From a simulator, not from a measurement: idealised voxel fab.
The process module that follows is named voxel transistor to metal.
For reference, the cross-section in this document is cut, with width 185 nm and square cells of 5 nm.
A cross-section is written here as square cells arranged in a grid, and it is given in bands from the top down, each band taking up one or more rows of cells.
Heights first: top, then bottom, in nm. Then materials, left to right, each with a width in nm. "all across" on a single material: fills the band edge to edge. "blank": empty space.
All heights in this document are referenced to 0, defined as the level beneath which the wafer, as received, consists entirely of one material. The lowest band is not bounded below; it extends indefinitely downward and is written in the form "0 -> down".
You'd read "30..40" like this: the band's top row of cells is as wide as the first number, its bottom row is as wide as the second, and going down, every row changes width by the same amount as the row before did.
No cell of the cross-section changed in a step that is given as "left unchanged".
Closed-off voids of 8+ cells (no open route to the top) go in "Enclosed internal voids", written width x height at distance from the left edge, in nm.
Note: text after step settings on the step line = simulator remark on that step.
overlay nm: how far to the right of its planned place the mask lay on this masked step (negative: to the left).
Steps in the process plan
1) RECEIVE, material Si
2) OXIDIZE, depth nm 5
3) CONFORMAL_DEP, material SiN, thk nm 10
4) MASKED_ETCH, tone cover, mask id ACTIVE, width nm 100, etch materials SiN, depth nm 10, overlay nm 0
5) MASKED_ETCH, tone cover, mask id ACTIVE, width nm 90, etch materials SiO2, depth nm 5, overlay nm 0
6) MASKED_ETCH, tone cover, mask id ACTIVE, width nm 100, etch materials Si, depth nm 20, overlay nm 0
7) OXIDIZE, depth nm 5
8) FILL_DEP, material SiO2, thk nm 10
9) CMP, height nm 10
10) SELECTIVE_ETCH, etch materials SiO2, depth nm 10
11) STRIP, etch materials SiN
12) SELECTIVE_ETCH, etch materials SiO2, depth nm 5
13) OXIDIZE, depth nm 5
14) DIRECTIONAL_DEP, material polySi, thk nm 25
15) DIRECTIONAL_DEP, material SiCN, thk nm 15
16) PATTERN, tone cover, mask id GATE, material resist, width nm 20, thk nm 20, overlay nm 0
17) DIRECTIONAL_ETCH, etch materials SiCN, depth nm 25
18) DIRECTIONAL_ETCH, etch materials polySi, depth nm 35
19) STRIP, etch materials resist
20) CONFORMAL_DEP, material SiN, thk nm 5
21) DIRECTIONAL_ETCH, etch materials SiN, depth nm 5
22) DIRECTIONAL_ETCH, etch materials SiO2, depth nm 5
23) DIRECTIONAL_ETCH, etch materials Si, depth nm 10
24) EPI, material nSi, thk nm 15
25) FILL_DEP, material SiO2, thk nm 10
26) CMP, height nm 35
27) DIRECTIONAL_DEP, material SiO2, thk nm 15
28) DIRECTIONAL_DEP, material aC, thk nm 10
29) PATTERN, tone open, mask id CONTACT, material resist, width nm 15, pitch nm 75, thk nm 25, overlay nm 0
30) DIRECTIONAL_ETCH, etch materials aC, depth nm 10
31) STRIP, etch materials resist
32) DIRECTIONAL_ETCH, etch materials SiO2, depth nm 55
33) STRIP, etch materials aC
34) CONFORMAL_DEP, material TiN, thk nm 5
35) FILL_DEP, material W, thk nm 10
36) CMP, height nm 50
37) CONFORMAL_DEP, material SiCN, thk nm 5
38) DIRECTIONAL_DEP, material lowk, thk nm 25
39) PATTERN, tone open, mask id METAL_1, material resist, width nm 15, pitch nm 75, thk nm 20, overlay nm 0
40) DIRECTIONAL_ETCH, etch materials lowk, depth nm 25
41) DIRECTIONAL_ETCH, etch materials SiCN, depth nm 5
42) STRIP, etch materials resist
43) CONFORMAL_DEP, material TiN, thk nm 5
44) FILL_DEP, material Ru, thk nm 5
45) CMP, height nm 80
46) CONFORMAL_DEP, material SiN, thk nm 5
For clarity, it should be stated that the wafers under discussion commence in an identical condition and differ with respect to the width nm of step 5, the plan indicating the value that the first wafer had.
Here's the first of the wafers in cross-section, just as we got it, i.e. after step 1
* 0 -> down | Si all across
* Enclosed internal voids: none
Note: the following table is arranged by wafer, a row apiece. Each row reports the end-of-module state: per material, cells gained (+) or cells lost (-) compared with the wafer as received; closed voids follow
width nm 90 | +10 Ru | -174 Si | +43 SiCN | +53 SiN | +380 SiO2 | +72 TiN | +20 W | +155 lowk | +50 nSi | +20 polySi | Enclosed internal voids: none
width nm 95 | +10 Ru | -174 Si | +43 SiCN | +53 SiN | +380 SiO2 | +72 TiN | +20 W | +155 lowk | +50 nSi | +20 polySi | Enclosed internal voids: none
width nm 100 | +10 Ru | -174 Si | +43 SiCN | +53 SiN | +380 SiO2 | +72 TiN | +20 W | +155 lowk | +50 nSi | +20 polySi | Enclosed internal voids: none
width nm 105 | +10 Ru | -172 Si | +43 SiCN | +53 SiN | +375 SiO2 | +72 TiN | +20 W | +155 lowk | +53 nSi | +20 polySi | Enclosed internal voids: none
width nm 110 | +10 Ru | -170 Si | +43 SiCN | +53 SiN | +370 SiO2 | +72 TiN | +20 W | +155 lowk | +56 nSi | +20 polySi | Enclosed internal voids: none
width nm 115 | +10 Ru | -168 Si | +43 SiCN | +53 SiN | +365 SiO2 | +72 TiN | +20 W | +155 lowk | +59 nSi | +20 polySi | Enclosed internal voids: none
